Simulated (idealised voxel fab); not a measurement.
process module | voxel gate over fins
cross-section cut | 170 nm wide | cells 5 nm
A cross-section is a grid of square cells, given in bands from the top down. A band is one or more rows of cells.
Each band's line starts with the height of the band's top and of its bottom, in nm. Then come its materials from left to right, each with its width in nm. One material with "throughout" fills the band from edge to edge. "air" is empty space.
Height 0 is the level under which the wafer as received is all one material. The lowest band goes on downwards, as in "0 down".
A width such as "30 to 40" changes by the same amount from each row of cells to the next, from the band's top row to its bottom row.
"no change" after a step means that no cell of the cross-section changed.
closed voids: empty space of 8 cells or more with no open way to the top, each as width x height at its distance from the left edge, in nm
after a step's settings: what the simulator itself notes on the step
overlay nm, on a step with a mask: how far to the right of its planned place the mask lay; to the left if negative
plan
1 op RECEIVE | material Si
2 op CONFORMAL_DEP | material SiN | thk nm 5
3 op DIRECTIONAL_DEP | material aC | thk nm 10
4 op PATTERN | tone cover | mask id FINS | material resist | width nm 15 | pitch nm 55 | thk nm 30 | overlay nm 0
5 op DIRECTIONAL_ETCH | etch materials aC | depth nm 10
6 op STRIP | etch materials resist
7 op DIRECTIONAL_ETCH | etch materials SiN | depth nm 5
8 op DIRECTIONAL_ETCH | etch materials Si | depth nm 30
9 op STRIP | etch materials aC
10 op OXIDIZE | depth nm 5
11 op FILL_DEP | material SiO2 | thk nm 5
12 op CMP | height nm 5
13 op MASKED_ETCH | tone open | mask id RAIL | width nm 15 | etch materials SiO2 | depth nm 30 | overlay nm 0
14 op CONFORMAL_DEP | material TiN | thk nm 5
15 op FILL_DEP | material W | thk nm 5
16 op CMP | height nm 5
17 op SELECTIVE_ETCH | etch materials W Ru TiN | depth nm 25
18 op FILL_DEP | material SiO2 | thk nm 5
19 op CMP | height nm 5
20 op SELECTIVE_ETCH | etch materials SiO2 | depth nm 20
21 op STRIP | etch materials SiN
22 op CONFORMAL_DEP | material HfO2 | thk nm 5
23 op CONFORMAL_DEP | material TiN | thk nm 5
24 op FILL_DEP | material W | thk nm 15
25 op CMP | height nm 20
26 op CONFORMAL_DEP | material SiN | thk nm 10
as received, after step 1
  0 down: Si throughout
  closed voids: none
a wafer at the end: this start, this plan, one mistake
  30 to 20: SiN throughout
  20 to 10: W throughout
  10 to 5: W 15 | TiN 25 | W 30 | TiN 25 | W 30 | TiN 25 | W 20
  5 to 0: W 15 | TiN 5 | HfO2 15 | TiN 5 | W 30 | TiN 5 | HfO2 15 | TiN 5 | W 30 | TiN 5 | HfO2 15 | TiN 5 | W 20
  0 to -5: W 15 | TiN 5 | HfO2 5 | Si 5 | HfO2 5 | TiN 5 | W 30 | TiN 5 | HfO2 5 | Si 5 | HfO2 5 | TiN 5 | W 30 | TiN 5 | HfO2 5 | Si 5 | HfO2 5 | TiN 5 | W 20
  -5 to -10: W 15 | TiN 5 | HfO2 5 | Si 5 | HfO2 5 | TiN 5 | W 30 | TiN 5 | HfO2 5 | Si 5 | HfO2 5 | TiN 5 | W 30 | TiN 5 | HfO2 5 | Si 5 | HfO2 5 | TiN 5 | W 5 | TiN 15
  -10 to -15: TiN 20 | HfO2 5 | Si 5 | HfO2 5 | TiN 40 | HfO2 5 | Si 5 | HfO2 5 | TiN 40 | HfO2 5 | Si 5 | HfO2 5 | TiN 15 | HfO2 10
  -15 to -20: HfO2 25 | Si 5 | HfO2 50 | Si 5 | HfO2 50 | Si 5 | HfO2 25 | SiO2 5
  -20 to -25: SiO2 25 | Si 5 | SiO2 15 | TiN 15 | SiO2 20 | Si 5 | SiO2 50 | Si 5 | SiO2 30
  -25 to -35: SiO2 25 | Si 5 | SiO2 50 | Si 5 | SiO2 50 | Si 5 | SiO2 30
  -35 down: Si throughout
  closed voids: none
what went wrong: steps 20 and 21 were swapped
